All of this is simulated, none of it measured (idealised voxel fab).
This section sets out a process module, namely voxel trench capacitor.
Displayed cross-section: cut, width of 175 nm, square cells sized 5 nm.
The cross-sections in this document take the form of a grid made of square cells. They are written out as bands, in order from top to bottom. Each band consists of one or more rows of cells. Quick guide to a band line: top height, bottom height (nm) up front; then every material left to right with its width in nm. Only one material and it's marked "edge to edge"? Then it fills the band edge to edge. And "blank" just means empty space. Height 0 is the level under which the wafer as received is all one material. The lowest band goes on downwards, as in "from 0 down". Top row gets the first number, bottom row gets the second, and each row in between changes by the same step: that is how a band width like "30->40" works. "remained the same", as given for a step, is the statement that not any cell of the cross-section underwent a change during that step. Reported under the label "Non-vented voids" are the empty spaces having no open way to the top and comprising 8 cells or more; the notation for each is width x height at distance, in which the distance is measured from the left edge and all three values are in nm. Where a step's line continues beyond its settings, the continuation is a remark by the simulator itself on that step. Each step line may optionally specify "overlay nm", which for a step with a mask gives the rightward distance between the mask's planned place and where it lay, a negative value indicating the leftward direction.

Steps in the process plan:
step 1: RECEIVE, material Si
step 2: CONFORMAL_DEP, material SiN, thk nm 10
step 3: PATTERN, tone open, mask id TRENCH, material resist, width nm 25, pitch nm 45, thk nm 15, overlay nm 0
step 4: DIRECTIONAL_ETCH, etch materials SiN, depth nm 10
step 5: DIRECTIONAL_ETCH, etch materials Si, depth nm 40
step 6: STRIP, etch materials resist
step 7: CONFORMAL_DEP, material HfO2, thk nm 5
step 8: CONFORMAL_DEP, material TiN, thk nm 5
step 9: FILL_DEP, material W, thk nm 5
step 10: CMP, height nm 10

This is the cross-section of the wafer as we received it, i.e. after step 1:
* from 0 down: Si edge to edge
* Non-vented voids: none

First of two wafers at the end of the module, shown in cross-section; run carried out as planned:
* from 10 to 0: 50 nm SiN  5 nm HfO2  5 nm TiN  5 nm W  5 nm TiN  5 nm HfO2  20 nm SiN  5 nm HfO2  5 nm TiN  5 nm W  5 nm TiN  5 nm HfO2  55 nm SiN
* from 0 to -30: 50 nm Si  5 nm HfO2  5 nm TiN  5 nm W  5 nm TiN  5 nm HfO2  20 nm Si  5 nm HfO2  5 nm TiN  5 nm W  5 nm TiN  5 nm HfO2  55 nm Si
* from -30 to -35: 50 nm Si  5 nm HfO2  15 nm TiN  5 nm HfO2  20 nm Si  5 nm HfO2  15 nm TiN  5 nm HfO2  55 nm Si
* from -35 to -40: 50 nm Si  25 nm HfO2  20 nm Si  25 nm HfO2  55 nm Si
* from -40 down: Si edge to edge
* Non-vented voids: none

Now the second wafer, cross-sectioned at the end of the module. Nothing different at the start, nothing different in the plan compared with the first, just one mistake when it was actually run:
* from 10 to 0: 40 nm W  5 nm TiN  5 nm HfO2  25 nm SiN  5 nm HfO2  10 nm TiN  5 nm HfO2  25 nm SiN  5 nm HfO2  5 nm TiN  45 nm W
* from 0 to -30: 40 nm W  5 nm TiN  5 nm HfO2  25 nm Si  5 nm HfO2  10 nm TiN  5 nm HfO2  25 nm Si  5 nm HfO2  5 nm TiN  45 nm W
* from -30 to -35: 45 nm TiN  5 nm HfO2  25 nm Si  5 nm HfO2  10 nm TiN  5 nm HfO2  25 nm Si  5 nm HfO2  50 nm TiN
* from -35 to -40: 50 nm HfO2  25 nm Si  20 nm HfO2  25 nm Si  55 nm HfO2
* from -40 down: Si edge to edge
* Non-vented voids: none
Error vs. plan: step 3 was not run as planned; what actually ran was PATTERN, tone cover, mask id TRENCH, material resist, width nm 25, pitch nm 45, thk nm 15, overlay nm 0
It is noted that, at the conclusion of processing, the second wafer exhibits a higher or lower cell count for certain materials relative to the first: HfO2: 15 more | Si: 120 fewer | SiN: 30 fewer | TiN: 15 more | W: 120 more
